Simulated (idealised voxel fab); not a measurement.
voxel transistor to metal: a process module
Shown is cross-section cut, with a width of 170 nm and square cells of size 5 nm.
A cross-section is written here as square cells arranged in a grid, and it is given in bands from the top down, each band taking up one or more rows of cells.
Top, bottom (nm), then materials left to right with widths (nm); lone material tagged "full width" fills the whole band edge to edge; "blank" = empty space.
For the purposes of this specification, 0 denotes the height below which the wafer in its as-received condition is composed wholly of one material, and the lowermost band, lacking a lower limit, extends downward without end, as expressed in "top 0, no bottom".
A width given as "30->40" starts at the first number in the band's top row and ends at the second number in its bottom row, shifting by an equal amount at every step from row to row.
Step note "nothing different" = no cross-section cell changed.
"Closed-off voids" - sealed voids, min. 8 cells, no opening to top; format: width x height at distance (distance from left edge; nm throughout).
Formally, on a step line, whatever follows the settings is a remark that the simulator itself makes on the step.
Among the settings permitted on a step's line is "overlay nm"; applied to a step with a mask, it specifies the extent to which the mask lay to the right of its planned position, whereas a negative figure signifies a position to the left.
# Planned step list for the process
1 RECEIVE (material Si)
2 CONFORMAL_DEP (material SiO2; thk nm 5)
3 CONFORMAL_DEP (material SiN; thk nm 15)
4 PATTERN (tone cover; mask id ACTIVE; material resist; width nm 85; thk nm 20; overlay nm 0)
5 DIRECTIONAL_ETCH (etch materials SiN; depth nm 15)
6 DIRECTIONAL_ETCH (etch materials SiO2; depth nm 5)
7 DIRECTIONAL_ETCH (etch materials Si; depth nm 25)
8 STRIP (etch materials resist)
9 OXIDIZE (depth nm 5)
10 FILL_DEP (material SiO2; thk nm 5)
11 CMP (height nm 20)
12 SELECTIVE_ETCH (etch materials SiO2; depth nm 5)
13 STRIP (etch materials SiN)
14 SELECTIVE_ETCH (etch materials SiO2; depth nm 5)
15 OXIDIZE (depth nm 5)
16 DIRECTIONAL_DEP (material polySi; thk nm 25)
17 DIRECTIONAL_DEP (material SiCN; thk nm 15)
18 PATTERN (tone cover; mask id GATE; material resist; width nm 15; thk nm 20; overlay nm 0)
19 DIRECTIONAL_ETCH (etch materials SiCN; depth nm 25)
20 DIRECTIONAL_ETCH (etch materials polySi; depth nm 35)
21 STRIP (etch materials resist)
22 CONFORMAL_DEP (material SiN; thk nm 10)
23 DIRECTIONAL_ETCH (etch materials SiN; depth nm 10)
24 DIRECTIONAL_ETCH (etch materials SiO2; depth nm 5)
25 DIRECTIONAL_ETCH (etch materials Si; depth nm 15)
26 EPI (material nSi; thk nm 15)
27 FILL_DEP (material SiO2; thk nm 5)
28 CMP (height nm 40)
29 DIRECTIONAL_DEP (material SiO2; thk nm 15)
30 MASKED_ETCH (tone open; mask id CONTACT; width nm 15; pitch nm 60; etch materials SiO2; depth nm 60; overlay nm 0)
31 CONFORMAL_DEP (material TiN; thk nm 5)
32 FILL_DEP (material Ru; thk nm 5)
33 CMP (height nm 55)
34 DIRECTIONAL_DEP (material TiN; thk nm 5)
35 DIRECTIONAL_DEP (material Ru; thk nm 15)
36 MASKED_ETCH (tone cover; mask id METAL_1; width nm 15; pitch nm 60; etch materials Ru; depth nm 15; overlay nm 0)
37 MASKED_ETCH (tone cover; mask id METAL_1; width nm 15; pitch nm 60; etch materials TiN; depth nm 5; overlay nm 0)
38 FILL_DEP (material lowk; thk nm 10)
39 CMP (height nm 75)
40 CONFORMAL_DEP (material SiCN; thk nm 5)
41 DIRECTIONAL_DEP (material SiO2; thk nm 25)
42 PATTERN (tone open; mask id METAL_2; material resist; width nm 15; pitch nm 60; thk nm 15; overlay nm 0)
43 DIRECTIONAL_ETCH (etch materials SiO2; depth nm 15)
44 STRIP (etch materials resist)
45 DIRECTIONAL_DEP (material aC; thk nm 15)
46 PATTERN (tone open; mask id METAL_2_HOLES; material resist; width nm 15; pitch nm 60; thk nm 35; overlay nm 0)
47 DIRECTIONAL_ETCH (etch materials aC; depth nm 15)
48 STRIP (etch materials resist)
49 DIRECTIONAL_ETCH (etch materials SiO2; depth nm 10)
50 DIRECTIONAL_ETCH (etch materials SiCN; depth nm 5)
51 STRIP (etch materials aC)
52 CONFORMAL_DEP (material TiN; thk nm 5)
53 FILL_DEP (material Ru; thk nm 5)
54 CMP (height nm 105)
55 CONFORMAL_DEP (material SiCN; thk nm 5)
# As-received wafer cross-section (after step 1)
top 0, no bottom: Si full width
Closed-off voids: none
# Look at the cross-section after the module: the wafer started out the way shown above and the plan was the one shown above, yet one mistake was made along the way
top 110, bottom 105: SiCN full width
top 105, bottom 80: 45 of SiO2, 5 of TiN, 5 of Ru, 5 of TiN, 45 of SiO2, 5 of TiN, 5 of Ru, 5 of TiN, 50 of SiO2
top 80, bottom 75: 45 of SiCN, 15 of TiN, 45 of SiCN, 15 of TiN, 50 of SiCN
top 75, bottom 60: 45 of lowk, 15 of Ru, 45 of lowk, 15 of Ru, 50 of lowk
top 60, bottom 55: 45 of lowk, 15 of TiN, 45 of lowk, 15 of TiN, 50 of lowk
top 55, bottom 45: 40 of Ru, 5 of TiN, 15 of SiO2, 5 of TiN, 35 of Ru, 5 of TiN, 15 of SiO2, 5 of TiN, 45 of Ru
top 45, bottom 40: 40 of Ru, 5 of TiN, 15 of SiO2, 45 of TiN, 15 of SiO2, 5 of TiN, 45 of Ru
top 40, bottom 25: 40 of Ru, 5 of TiN, 15 of SiO2, 5 of TiN, 10 of SiN, 15 of SiCN, 10 of SiN, 5 of TiN, 15 of SiO2, 5 of TiN, 45 of Ru
top 25, bottom 15: 40 of Ru, 5 of TiN, 15 of SiO2, 5 of TiN, 10 of SiN, 15 of polySi, 10 of SiN, 5 of TiN, 15 of SiO2, 5 of TiN, 45 of Ru
top 15, bottom 10: 30 of Ru, 15 of TiN, 15 of SiO2, 5 of TiN, 10 of SiN, 15 of polySi, 10 of SiN, 5 of TiN, 15 of SiO2, 15 of TiN, 35 of Ru
top 10, bottom 0: 30 of Ru, 5 of TiN, 10 of SiN, 5 of SiO2, 15 of nSi, 10 of SiN, 15 of polySi, 10 of SiN, 15 of nSi, 5 of SiO2, 10 of SiN, 5 of TiN, 35 of Ru
top 0, bottom -5: 35 of TiN, 15 of SiO2, 15 of nSi, 35 of SiO2, 15 of nSi, 15 of SiO2, 40 of TiN
top -5, bottom -20: 45 of SiO2, 20 of nSi, 35 of Si, 20 of nSi, 50 of SiO2
top -20, bottom -30: 45 of SiO2, 75 of Si, 50 of SiO2
top -30, no bottom: Si full width
Closed-off voids: none
What was the processing mistake? note that step 30 departed from the planned setting and was carried out as MASKED_ETCH (tone cover; mask id CONTACT; width nm 15; pitch nm 60; etch materials SiO2; depth nm 60; overlay nm 0)
